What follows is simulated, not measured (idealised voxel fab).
Process module, titled voxel ribs on slabs
Square cells of 5 nm make up the cross-section cut, whose width is 155 nm.
We lay out every cross-section as a grid of square cells and spell it out in bands from the top down, where one band means one or more rows of cells. Within each band entry, the heights of the top and of the bottom of the band appear first, in that order and in nm; the materials of the band then follow from left to right, each with its corresponding width in nm. The designation "throughout" on a single material indicates that it fills the band from edge to edge; the designation "blank" indicates empty space. Height 0 is the level under which the wafer as received is all one material. The lowest band goes on downwards, as in "0 and below". Width: "30 to 40" (first number = top row, second number = bottom row, same change from row to row of cells). "no change occurred" for a step: no cell of the cross-section changed in that step. Voids not open to the top, 8 cells minimum: see "Closed void table". Written width x height at distance; distance is from the left edge; nm. On each step's line, the part that comes after the settings is the simulator's own comment on the step. Regarding "overlay nm": on a step with a mask, it is the distance the mask lay to the right of its planned place; a negative value places it to the left.
List of planned process steps
1) RECEIVE | material Si
2) DIRECTIONAL_DEP | material SiO2 | thk nm 25
3) DIRECTIONAL_DEP | material SiN | thk nm 25
4) DIRECTIONAL_DEP | material aC | thk nm 10
5) PATTERN | tone cover | mask id RIB | material resist | width nm 15 | thk nm 25 | overlay nm 0
6) DIRECTIONAL_ETCH | etch materials aC | depth nm 10
7) STRIP | etch materials resist
8) DIRECTIONAL_ETCH | etch materials SiN | depth nm 5
9) STRIP | etch materials aC
10) PATTERN | tone cover | mask id SLAB | material resist | width nm 65 | thk nm 15 | overlay nm 0
11) DIRECTIONAL_ETCH | etch materials SiN | depth nm 20
12) STRIP | etch materials resist
13) FILL_DEP | material SiO2 | thk nm 20
14) CMP | height nm 65
15) DIRECTIONAL_DEP | material TiN | thk nm 10
16) DIRECTIONAL_DEP | material aC | thk nm 10
17) PATTERN | tone cover | mask id HEATER | material resist | width nm 35 | thk nm 25 | overlay nm 0
18) DIRECTIONAL_ETCH | etch materials aC | depth nm 10
19) STRIP | etch materials resist
20) DIRECTIONAL_ETCH | etch materials TiN | depth nm 10
21) STRIP | etch materials aC
22) CONFORMAL_DEP | material SiO2 | thk nm 5
For this document, wafers share an identical start and vary in the step 5 width nm; the plan quotes the first wafer's value.
Step 1 complete: as-received cross-section of the first of several wafers
	0 and below | Si throughout
	Closed void table: none
Depicted here is the first of several wafers in cross-section, at module completion following the last step, step 22
	80 down to 75 | blank 55, then SiO2 45, then blank 55
	75 down to 70 | blank 55, then SiO2 5, then TiN 35, then SiO2 5, then blank 55
	70 down to 65 | SiO2 60, then TiN 35, then SiO2 60
	65 down to 50 | SiO2 throughout
	50 down to 45 | SiO2 70, then SiN 15, then SiO2 70
	45 down to 25 | SiO2 45, then SiN 65, then SiO2 45
	25 down to 0 | SiO2 throughout
	0 and below | Si throughout
	Closed void table: none
Last wafer x-sec, end of module
	80 down to 75 | blank 55, then SiO2 45, then blank 55
	75 down to 70 | blank 55, then SiO2 5, then TiN 35, then SiO2 5, then blank 55
	70 down to 65 | SiO2 60, then TiN 35, then SiO2 60
	65 down to 50 | SiO2 throughout
	50 down to 45 | SiO2 60, then SiN 40, then SiO2 55
	45 down to 25 | SiO2 45, then SiN 65, then SiO2 45
	25 down to 0 | SiO2 throughout
	0 and below | Si throughout
	Closed void table: none
Gained (+) or lost (-) cells of each material since receipt, then closed voids: one row per wafer, at the end of the module
width nm 15, +55 SiN, +383 SiO2, +14 TiN, Closed void table: none
width nm 20, +56 SiN, +382 SiO2, +14 TiN, Closed void table: none
width nm 25, +57 SiN, +381 SiO2, +14 TiN, Closed void table: none
width nm 30, +58 SiN, +380 SiO2, +14 TiN, Closed void table: none
width nm 35, +59 SiN, +379 SiO2, +14 TiN, Closed void table: none
width nm 40, +60 SiN, +378 SiO2, +14 TiN, Closed void table: none
